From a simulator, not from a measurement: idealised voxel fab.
process module | voxel trench capacitor
cross-section cut | 190 nm wide | cells 5 nm
A cross-section is a grid of square cells, given in bands from the top down. A band is one or more rows of cells.
Each band's line starts with the height of the band's top and of its bottom, in nm. Then come its materials from left to right, each with its width in nm. One material with "throughout" fills the band from edge to edge. "air" is empty space.
Height 0 is the level under which the wafer as received is all one material. The lowest band goes on downwards, as in "0 down".
A width such as "30 to 40" changes by the same amount from each row of cells to the next, from the band's top row to its bottom row.
"no change" after a step means that no cell of the cross-section changed.
closed voids: empty space of 8 cells or more with no open way to the top, each as width x height at its distance from the left edge, in nm
after a step's settings: what the simulator itself notes on the step
overlay nm, on a step with a mask: how far to the right of its planned place the mask lay; to the left if negative
plan
1 op RECEIVE | material Si
2 op CONFORMAL_DEP | material SiN | thk nm 5
3 op PATTERN | tone open | mask id TRENCH | material resist | width nm 25 | pitch nm 55 | thk nm 20 | overlay nm -15
4 op DIRECTIONAL_ETCH | etch materials SiN | depth nm 5
5 op DIRECTIONAL_ETCH | etch materials Si | depth nm 35
6 op STRIP | etch materials resist
7 op CONFORMAL_DEP | material HfO2 | thk nm 5
8 op CONFORMAL_DEP | material TiN | thk nm 5
9 op FILL_DEP | material W | thk nm 5
10 op CMP | height nm 5
varied across the wafers: overlay nm of step 3. The plan shows the first wafer's value. All wafers start alike
first wafer as received, after step 1
  0 down: Si throughout
  closed voids: none
each wafer at the end: cells of each material gained (+) or lost (-) since it was received, then its closed voids
overlay nm -15 | +38 HfO2 | -70 Si | +28 SiN | +30 TiN | +12 W | closed voids: none
overlay nm -10 | +38 HfO2 | -70 Si | +28 SiN | +30 TiN | +12 W | closed voids: none
overlay nm -5 | +38 HfO2 | -70 Si | +28 SiN | +30 TiN | +12 W | closed voids: none
overlay nm 0 | +38 HfO2 | -70 Si | +28 SiN | +30 TiN | +12 W | closed voids: none
overlay nm 5 | +38 HfO2 | -70 Si | +28 SiN | +30 TiN | +12 W | closed voids: none
overlay nm 10 | +38 HfO2 | -70 Si | +28 SiN | +30 TiN | +12 W | closed voids: none
overlay nm 15 | +38 HfO2 | -70 Si | +28 SiN | +30 TiN | +12 W | closed voids: none
